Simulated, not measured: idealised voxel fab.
You're looking at the process module voxel lift off.
155 nm wide, 5 nm square cells: that's cross-section cut.
Cross-section spec: square-cell grid; bands listed top down; each band is one or more rows. The band entry comprises the height of the band's top followed by the height of its bottom, expressed in nm, and subsequently the band's materials from left to right, each stated together with its width in nm. Where a single material is marked with the word "everywhere", that material fills the band from edge to edge. The word "blank" represents empty space. All heights in this document are referenced to 0, defined as the level beneath which the wafer, as received, consists entirely of one material. The lowest band is not bounded below; it extends indefinitely downward and is written in the form "from 0 down". The width entry "30->40" should be interpreted row by row: the top row of cells in the band takes the first number, the bottom row takes the second number, and the change between adjacent rows is uniform throughout. Take "nothing got changed" at face value: in the step it is given for, the cross-section changed in none of its cells. Entry "Catalogued sealed voids" = empty spaces >= 8 cells with no open way to the top; each as width x height at distance, distance from left edge, all nm. The remark found on a step's line after its settings is issued by the simulator itself and pertains to that step. What "overlay nm" on a step's line means: if the step has a mask, that mask lay this far to the right of its planned place, or, when the value is negative, to the left.
PROCESS STEPS FORESEEN IN THE PLAN
1. op RECEIVE | material Si
2. op CONFORMAL_DEP | material SiN | thk nm 10
3. op PATTERN | tone open | mask id LINES | material resist | width nm 15 | pitch nm 35 | thk nm 25 | overlay nm 0
4. op DIRECTIONAL_DEP | material Ru | thk nm 15
5. op STRIP | etch materials resist
6. op CONFORMAL_DEP | material SiCN | thk nm 10
FIRST OF TWO WAFERS, PROCESSED ACCORDING TO PLAN
AS-RECEIVED STATE OF THE WAFER IN CROSS-SECTION, EQUIVALENT TO POST-STEP 1
> from 0 down = Si everywhere
> Catalogued sealed voids: none
CROSS-SECTIONAL REPRESENTATION OF THE WAFER AT THE CONCLUSION OF STEP 2
> from 10 to 0 = SiN everywhere
> Rest of section, below 0: as before.
CROSS-SECTIONAL REPRESENTATION OF THE WAFER AT THE CONCLUSION OF STEP 3
> from 35 to 10 = resist=15 | blank=15 | resist=20 | blank=15 | resist=20 | blank=15 | resist=20 | blank=15 | resist=20
> Rest of section, below 10: as before.
CROSS-SECTIONAL REPRESENTATION OF THE WAFER AT THE CONCLUSION OF STEP 4
> from 50 to 35 = Ru=15 | blank=15 | Ru=20 | blank=15 | Ru=20 | blank=15 | Ru=20 | blank=15 | Ru=20
> from 35 to 25 = resist=15 | blank=15 | resist=20 | blank=15 | resist=20 | blank=15 | resist=20 | blank=15 | resist=20
> from 25 to 10 = resist=15 | Ru=15 | resist=20 | Ru=15 | resist=20 | Ru=15 | resist=20 | Ru=15 | resist=20
> Rest of section, below 10: as before.
CROSS-SECTIONAL REPRESENTATION OF THE WAFER AT THE CONCLUSION OF STEP 5
> from 25 to 10 = blank=15 | Ru=15 | blank=20 | Ru=15 | blank=20 | Ru=15 | blank=20 | Ru=15 | blank=20
> Rest of section, below 10: as before.
CROSS-SECTIONAL REPRESENTATION OF THE WAFER AT THE CONCLUSION OF STEP 6
> from 35 to 25 = blank=5 | SiCN=140 | blank=10
> from 25 to 20 = blank=5 | SiCN=10 | Ru=15 | SiCN=20 | Ru=15 | SiCN=20 | Ru=15 | SiCN=20 | Ru=15 | SiCN=10 | blank=10
> from 20 to 10 = SiCN=15 | Ru=15 | SiCN=20 | Ru=15 | SiCN=20 | Ru=15 | SiCN=20 | Ru=15 | SiCN=20
> Rest of section, below 10: as before.
THE SECOND WAFER: IDENTICAL TO THE FIRST AT THE OUTSET AND IN ITS PLANNED SEQUENCE, DIFFERING ONLY IN THAT ONE MISTAKE WAS MADE DURING PROCESSING; UP TO AND INCLUDING STEP 2, ITS PATH IS THE FIRST WAFER'S PATH
CROSS-SECTION OF THE SECOND WAFER AT THE TIME STEP 3 OF THE PLAN SHOULD HAVE ENDED
> from 35 to 10 = blank=15 | resist=15 | blank=20 | resist=15 | blank=20 | resist=15 | blank=20 | resist=15 | blank=20
> Rest of section, below 10: as before.
CROSS-SECTION OF THE SECOND WAFER AT THE TIME STEP 4 OF THE PLAN SHOULD HAVE ENDED
> from 50 to 35 = blank=15 | Ru=15 | blank=20 | Ru=15 | blank=20 | Ru=15 | blank=20 | Ru=15 | blank=20
> from 35 to 25 = blank=15 | resist=15 | blank=20 | resist=15 | blank=20 | resist=15 | blank=20 | resist=15 | blank=20
> from 25 to 10 = Ru=15 | resist=15 | Ru=20 | resist=15 | Ru=20 | resist=15 | Ru=20 | resist=15 | Ru=20
> Rest of section, below 10: as before.
CROSS-SECTION OF THE SECOND WAFER AT THE TIME STEP 5 OF THE PLAN SHOULD HAVE ENDED
> from 25 to 10 = Ru=15 | blank=15 | Ru=20 | blank=15 | Ru=20 | blank=15 | Ru=20 | blank=15 | Ru=20
> Rest of section, below 10: as before.
CROSS-SECTION OF THE SECOND WAFER AT THE TIME STEP 6 OF THE PLAN SHOULD HAVE ENDED
> from 35 to 25 = SiCN everywhere
> from 25 to 10 = Ru=15 | SiCN=15 | Ru=20 | SiCN=15 | Ru=20 | SiCN=15 | Ru=20 | SiCN=15 | Ru=20
> Rest of section, below 10: as before.
So what did we get wrong on this run? for step 3, the planned setting was not used; the step was instead run as op PATTERN | tone cover | mask id LINES | material resist | width nm 15 | pitch nm 35 | thk nm 25 | overlay nm 0
Wrapping up, a cell-based count of both wafers puts the second over or under the first for these materials: +21 Ru, -12 SiCN
